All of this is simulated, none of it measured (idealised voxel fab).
voxel lift off: a process module
175 nm wide, 5 nm square cells: that's cross-section cut.
How to read a cross-section here: the picture is a grid of square cells, written as bands going from the top down, and any band can span one or more rows of cells.
Basically the band line says how high the top is and how high the bottom is, in nm, and then what's in it from left to right, every material with its width in nm. Empty space shows up as "empty", and if a single material carries "edge to edge" it runs the full band edge to edge.
Heights are expressed relative to 0, this being the level below which the as-received wafer comprises one material exclusively. The lowest band is unbounded in the downward direction and is denoted as in "0 -> down".
You'd read "30 to 40" like this: the band's top row of cells is as wide as the first number, its bottom row is as wide as the second, and going down, every row changes width by the same amount as the row before did.
"nothing changed" after a step means that no cell of the cross-section changed.
Entrapped voids: empty space of 8 cells or more with no open way to the top, each as width x height at its distance from the left edge, in nm
On each step's line, the part that comes after the settings is the simulator's own comment on the step.
"overlay nm" on a masked step: distance the mask lay right of its planned place, negative for left.
**The following list gives the planned process steps**
1,RECEIVE,material Si
2,CONFORMAL_DEP,material SiO2,thk nm 15
3,PATTERN,tone open,mask id LINES,material resist,width nm 30,pitch nm 45,thk nm 30,overlay nm 0
4,DIRECTIONAL_DEP,material Ru,thk nm 15
5,STRIP,etch materials resist
6,CONFORMAL_DEP,material SiO2,thk nm 5
**Cross-section: wafer on arrival = after step 1**
    0 -> down | Si edge to edge
    Entrapped voids: none
**End-of-module XS, first of two wafers, run as planned**
    35 -> 30 | empty (45), SiO2 (40), empty (5), SiO2 (40), empty (45)
    30 -> 20 | empty (45), SiO2 (5), Ru (30), SiO2 (5), empty (5), SiO2 (5), Ru (30), SiO2 (5), empty (45)
    20 -> 15 | SiO2 (50), Ru (30), SiO2 (15), Ru (30), SiO2 (50)
    15 -> 0 | SiO2 edge to edge
    0 -> down | Si edge to edge
    Entrapped voids: none
**Wafer two (of two), end-of-module cross-section: start = wafer one, plan = wafer one, one run mistake**
    45 -> 40 | empty (45), SiO2 (40), empty (5), SiO2 (40), empty (45)
    40 -> 20 | empty (45), SiO2 (5), Ru (30), SiO2 (5), empty (5), SiO2 (5), Ru (30), SiO2 (5), empty (45)
    20 -> 15 | SiO2 (50), Ru (30), SiO2 (15), Ru (30), SiO2 (50)
    15 -> 0 | SiO2 edge to edge
    0 -> down | Si edge to edge
    Entrapped voids: none
Here's what went sideways: the process deviated at step 4: the operation and settings actually run there were DIRECTIONAL_DEP,material Ru,thk nm 25
Per the end-of-run cell counts, the second wafer holds more or fewer of some materials than the first: +24 Ru; +8 SiO2
